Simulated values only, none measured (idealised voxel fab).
Process module heading - voxel tone inversion
Section cut is 210 nm wide and gridded with 5 nm square cells.
If you're reading a cross-section in this doc, picture square cells in a grid; it comes to you as bands, top ones listed first down to the bottom, and a band can be one or more rows of cells. The entry gives the band's vertical extent as a top height and a bottom height in nm, then its horizontal make-up as materials from left to right, each with a width in nm. "empty" stands for empty space; a single material marked "edge to edge" fills the band edge to edge. Heights from 0 (as-received wafer is one material below). Bottom band endless downward, as "from 0 down". Width spec "30->40" -> top row of cells at first value, bottom row at second value, equal per-row change in between. Step note "same as before" = no cross-section cell changed. Reported under the label "Closed void inventory" are the empty spaces having no open way to the top and comprising 8 cells or more; the notation for each is width x height at distance, in which the distance is measured from the left edge and all three values are in nm. Read whatever lies past the settings on a step's line as the simulator's own remark about the step. If you see "overlay nm" on a step's line and that step has a mask, it's telling you how far right of where it was planned the mask ended up; a negative number means it went left instead.
[Steps in the process plan]
| 1 | RECEIVE with material Si |
| 2 | CONFORMAL_DEP with material SiN, thk nm 10 |
| 3 | DIRECTIONAL_DEP with material aC, thk nm 25 |
| 4 | PATTERN with tone cover, mask id POSTS, material resist, width nm 15, pitch nm 45, thk nm 30, overlay nm 0 |
| 5 | DIRECTIONAL_ETCH with etch materials aC, depth nm 25 |
| 6 | STRIP with etch materials resist |
| 7 | FILL_DEP with material lowk, thk nm 5 |
| 8 | CMP with height nm 35 |
| 9 | STRIP with etch materials aC |
[Received-state cross-section, reflecting completion of step 1]
> from 0 down  Si edge to edge
> Closed void inventory: none
[The cross-section shown corresponds to the wafer at the conclusion of the module. The initial structure and the process plan are those presented above; however, one mistake occurred in executing the plan]
> from 35 to 25  SiN edge to edge
> from 25 to 0  aC edge to edge
> from 0 down  Si edge to edge
> Closed void inventory: none
So what did we get wrong on this run? mixed up steps 2 and 3 - ran each in the other's place
